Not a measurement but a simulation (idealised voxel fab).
process module | voxel quadruple lines
cross-section cut | 170 nm wide | cells 5 nm
A cross-section is a grid of square cells, given in bands from the top down. A band is one or more rows of cells.
Each band's line starts with the height of the band's top and of its bottom, in nm. Then come its materials from left to right, each with its width in nm. One material with "throughout" fills the band from edge to edge. "air" is empty space.
Height 0 is the level under which the wafer as received is all one material. The lowest band goes on downwards, as in "0 down".
A width such as "30 to 40" changes by the same amount from each row of cells to the next, from the band's top row to its bottom row.
"no change" after a step means that no cell of the cross-section changed.
closed voids: empty space of 8 cells or more with no open way to the top, each as width x height at its distance from the left edge, in nm
after a step's settings: what the simulator itself notes on the step
overlay nm, on a step with a mask: how far to the right of its planned place the mask lay; to the left if negative
plan
1 op RECEIVE | material Si
2 op CONFORMAL_DEP | material Al2O3 | thk nm 5
3 op DIRECTIONAL_DEP | material W | thk nm 10
4 op DIRECTIONAL_DEP | material polySi | thk nm 15
5 op DIRECTIONAL_DEP | material aC | thk nm 25
6 op PATTERN | tone cover | mask id MANDREL | material resist | width nm 30 | thk nm 35 | overlay nm 0
7 op DIRECTIONAL_ETCH | etch materials aC | depth nm 25
8 op STRIP | etch materials resist
9 op CONFORMAL_DEP | material SiO2 | thk nm 10
10 op DIRECTIONAL_ETCH | etch materials SiO2 | depth nm 10
11 op STRIP | etch materials aC
12 op DIRECTIONAL_ETCH | etch materials polySi | depth nm 15
13 op STRIP | etch materials SiO2
14 op CONFORMAL_DEP | material SiCN | thk nm 10
15 op DIRECTIONAL_ETCH | etch materials SiCN | depth nm 10
16 op STRIP | etch materials polySi
17 op DIRECTIONAL_ETCH | etch materials W | depth nm 10
18 op STRIP | etch materials SiCN
19 op FILL_DEP | material lowk | thk nm 10
20 op CMP | height nm 15
as received, after step 1
  0 down: Si throughout
  closed voids: none
a wafer at the end: this start, this plan, one mistake
  15 to 5: lowk 55 | W 10 | lowk 10 | W 10 | lowk 5 | W 10 | lowk 10 | W 10 | lowk 50
  5 to 0: Al2O3 throughout
  0 down: Si throughout
  closed voids: none
what went wrong: step 6 ran as: op PATTERN | tone cover | mask id MANDREL | material resist | width nm 25 | thk nm 35 | overlay nm 0
